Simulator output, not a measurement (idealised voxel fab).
Process module, titled voxel plated lines
245 nm wide, 5 nm square cells: that's cross-section cut.
How to read a cross-section here: the picture is a grid of square cells, written as bands going from the top down, and any band can span one or more rows of cells. Band entry format. Leading values: height of top, height of bottom, nm. Remainder: materials in left-to-right order, each with its width in nm. Special words: "all across" on a single material, which then fills the band edge to edge; "air", empty space. All heights in this document are referenced to 0, defined as the level beneath which the wafer, as received, consists entirely of one material. The lowest band is not bounded below; it extends indefinitely downward and is written in the form "0..down". Width "30 to 40": first value at the band's top row of cells, second value at its bottom row, equal change from row to row. Take "no modification" at face value: in the step it is given for, the cross-section changed in none of its cells. The entry "Catalogued sealed voids" lists the empty spaces that cover at least 8 cells and have no open path to the top. Each is written as width x height at distance, where the distance is measured from the left edge and all three values are in nm. It should be noted that, on the line of a given step, the content following the step's settings is a remark produced by the simulator itself with respect to that step. overlay nm, on a step with a mask: how far to the right of its planned place the mask lay; to the left if negative.
[Listed below are the process steps as planned]
| 1 | RECEIVE: material Si |
| 2 | CONFORMAL_DEP: material SiO2, thk nm 5 |
| 3 | DIRECTIONAL_DEP: material TiN, thk nm 5 |
| 4 | PATTERN: tone open, mask id LINES, material resist, width nm 20, pitch nm 35, thk nm 40, overlay nm 0 |
| 5 | EPI: material Ru, thk nm 5 |
| 6 | EPI: material Ru, thk nm 5 |
| 7 | EPI: material Ru, thk nm 5 |
| 8 | STRIP: etch materials resist |
| 9 | DIRECTIONAL_ETCH: etch materials TiN, depth nm 5 |
| 10 | CONFORMAL_DEP: material SiCN, thk nm 10 |
[Cross-section: wafer on arrival = after step 1]
    0..down: Si all across
    Catalogued sealed voids: none
[Looking at the first of two wafers in cross-section at end of module - ran to plan]
    35..25: air: 65; SiCN: 110; air: 70
    25..15: air: 65; SiCN: 10; Ru: 20; SiCN: 15; Ru: 20; SiCN: 15; Ru: 20; SiCN: 10; air: 70
    15..10: SiCN: 75; Ru: 20; SiCN: 15; Ru: 20; SiCN: 15; Ru: 20; SiCN: 80
    10..5: SiCN: 75; TiN: 20; SiCN: 15; TiN: 20; SiCN: 15; TiN: 20; SiCN: 80
    5..0: SiO2 all across
    0..down: Si all across
    Catalogued sealed voids: none
[The second wafer, shown in cross-section after the module: started the same way as the first and given the same plan, yet one mistake crept into how it was run]
    35..25: SiCN all across
    25..10: Ru: 75; SiCN: 20; Ru: 15; SiCN: 20; Ru: 15; SiCN: 20; Ru: 80
    10..5: TiN: 75; SiCN: 20; TiN: 15; SiCN: 20; TiN: 15; SiCN: 20; TiN: 80
    5..0: SiO2 all across
    0..down: Si all across
    Catalogued sealed voids: none
Error vs. plan: heads up, step 4 didn't go per plan, it actually ran as PATTERN: tone cover, mask id LINES, material resist, width nm 20, pitch nm 35, thk nm 40, overlay nm 0
Cell-count delta at end, second wafer over first, by material: Ru: 75 more, SiCN: 8 more, TiN: 25 more
